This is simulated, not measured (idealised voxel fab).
This is a process module. Its name is voxel capacitor over wiring.
For reference, the cross-section in this document is cut, with width 205 nm and square cells of 5 nm.
When this document writes out a cross-section, it uses a grid of square cells and lists it as bands, beginning at the top and moving down, with a band standing for one or more rows of cells.
The band entry comprises the height of the band's top followed by the height of its bottom, expressed in nm, and subsequently the band's materials from left to right, each stated together with its width in nm. Where a single material is marked with the word "throughout", that material fills the band from edge to edge. The word "blank" represents empty space.
Heads up on the height convention: 0 is the point under which the incoming wafer is all one material, and the lowest band has no bottom, it just keeps going down, like "0..down".
Per-row width for "30..40": begins at first number (top row of band), ends at second number (bottom row), increment between rows held constant.
When a step is marked "left unchanged", none of the cells in the cross-section changed during that step.
This entry, "Closed internal voids", enumerates those empty regions of no fewer than 8 cells that possess no open connection to the top. Each region is reported in the form width x height at distance, the distance being taken from the left edge, with all three quantities expressed in nm.
Read whatever lies past the settings on a step's line as the simulator's own remark about the step.
overlay nm: mask right of planned place by this much (step with mask). Neg. = left.
**Intended process steps**
step 1: op RECEIVE | material Si
step 2: op CONFORMAL_DEP | material SiO2 | thk nm 10
step 3: op CONFORMAL_DEP | material SiCN | thk nm 5
step 4: op DIRECTIONAL_DEP | material SiO2 | thk nm 25
step 5: op MASKED_ETCH | tone open | mask id METAL_1 | width nm 20 | pitch nm 75 | etch materials SiO2 | depth nm 25 | overlay nm 0
step 6: op MASKED_ETCH | tone open | mask id METAL_1 | width nm 20 | pitch nm 75 | etch materials SiCN | depth nm 5 | overlay nm 0
step 7: op CONFORMAL_DEP | material TiN | thk nm 5
step 8: op FILL_DEP | material Cu | thk nm 5
step 9: op CMP | height nm 40
step 10: op CONFORMAL_DEP | material SiCN | thk nm 5
step 11: op DIRECTIONAL_DEP | material lowk | thk nm 20
step 12: op PATTERN | tone open | mask id PLUG_1 | material resist | width nm 15 | thk nm 20 | overlay nm 0
step 13: op DIRECTIONAL_ETCH | etch materials lowk | depth nm 20
step 14: op DIRECTIONAL_ETCH | etch materials SiCN | depth nm 5
step 15: op STRIP | etch materials resist
step 16: op EPI | material Ru | thk nm 10
step 17: op EPI | material Ru | thk nm 10
step 18: op EPI | material Ru | thk nm 5
step 19: op DIRECTIONAL_DEP | material TiN | thk nm 10
step 20: op DIRECTIONAL_DEP | material SiN | thk nm 5
step 21: op DIRECTIONAL_DEP | material TiN | thk nm 10
step 22: op PATTERN | tone cover | mask id UPPER_PLATE | material resist | width nm 60 | thk nm 15 | overlay nm 0
step 23: op DIRECTIONAL_ETCH | etch materials TiN | depth nm 10
step 24: op DIRECTIONAL_ETCH | etch materials SiN | depth nm 5
step 25: op STRIP | etch materials resist
step 26: op DIRECTIONAL_DEP | material aC | thk nm 15
step 27: op PATTERN | tone cover | mask id LOWER_PLATE | material resist | width nm 70 | thk nm 30 | overlay nm 0
step 28: op DIRECTIONAL_ETCH | etch materials aC | depth nm 15
step 29: op STRIP | etch materials resist
step 30: op DIRECTIONAL_ETCH | etch materials TiN | depth nm 10
step 31: op STRIP | etch materials aC
step 32: op FILL_DEP | material SiO2 | thk nm 15
step 33: op CMP | height nm 100
step 34: op PATTERN | tone open | mask id PLUG_2 | material resist | width nm 15 | thk nm 15 | overlay nm 0
step 35: op DIRECTIONAL_ETCH | etch materials SiO2 | depth nm 10
step 36: op STRIP | etch materials resist
step 37: op CONFORMAL_DEP | material TiN | thk nm 5
step 38: op FILL_DEP | material Ru | thk nm 5
step 39: op CMP | height nm 100
step 40: op CONFORMAL_DEP | material SiCN | thk nm 5
**Shown in cross-section is the wafer as received, that is, as it stands after step 1**
* 0..down = Si throughout
* Closed internal voids: none
**End-of-module XS, first of two wafers, run as planned**
* 105..100 = SiCN throughout
* 100..95 = 70 SiO2, 5 TiN, 5 Ru, 5 TiN, 120 SiO2
* 95..90 = 70 SiO2, 15 TiN, 120 SiO2
* 90..80 = 60 SiO2, 60 TiN, 85 SiO2
* 80..75 = 60 SiO2, 60 SiN, 85 SiO2
* 75..65 = 55 SiO2, 70 TiN, 80 SiO2
* 65..45 = 60 lowk, 15 Ru, 130 lowk
* 45..40 = 60 SiCN, 15 Ru, 130 SiCN
* 40..15 = 55 SiO2, 5 TiN, 10 Cu, 5 TiN, 55 SiO2, 5 TiN, 10 Cu, 5 TiN, 55 SiO2
* 15..10 = 55 SiCN, 20 TiN, 55 SiCN, 20 TiN, 55 SiCN
* 10..0 = SiO2 throughout
* 0..down = Si throughout
* Closed internal voids: none
**Cross-sectional view of the second of two wafers upon completion of the module. This wafer shared its starting condition and process plan with the first; one error was made during its execution**
* 105..100 = SiCN throughout
* 100..95 = 70 SiO2, 5 TiN, 5 Ru, 5 TiN, 120 SiO2
* 95..90 = 70 SiO2, 15 TiN, 120 SiO2
* 90..80 = 60 SiO2, 60 TiN, 85 SiO2
* 80..75 = 60 SiO2, 60 SiN, 85 SiO2
* 75..65 = 55 SiO2, 70 TiN, 80 SiO2
* 65..45 = 60 lowk, 15 Ru, 130 lowk
* 45..40 = 60 SiCN, 15 Ru, 130 SiCN
* 40..20 = 55 SiO2, 5 TiN, 15 Cu, 5 TiN, 50 SiO2, 5 TiN, 15 Cu, 5 TiN, 50 SiO2
* 20..15 = 55 SiO2, 5 TiN, 10 Cu, 10 TiN, 50 SiO2, 5 TiN, 10 Cu, 10 TiN, 50 SiO2
* 15..10 = 55 SiCN, 20 TiN, 55 SiCN, 20 TiN, 55 SiCN
* 10..0 = SiO2 throughout
* 0..down = Si throughout
* Closed internal voids: none
Short version of what went wrong: step 5 was run on a setting that differed from the plan, and what really ran there is op MASKED_ETCH | tone open | mask id METAL_1 | width nm 25 | pitch nm 75 | etch materials SiO2 | depth nm 25 | overlay nm 0
End check, counted in cells, second wafer has more or fewer of these materials than the first: Cu +8, SiO2 -10, TiN +2
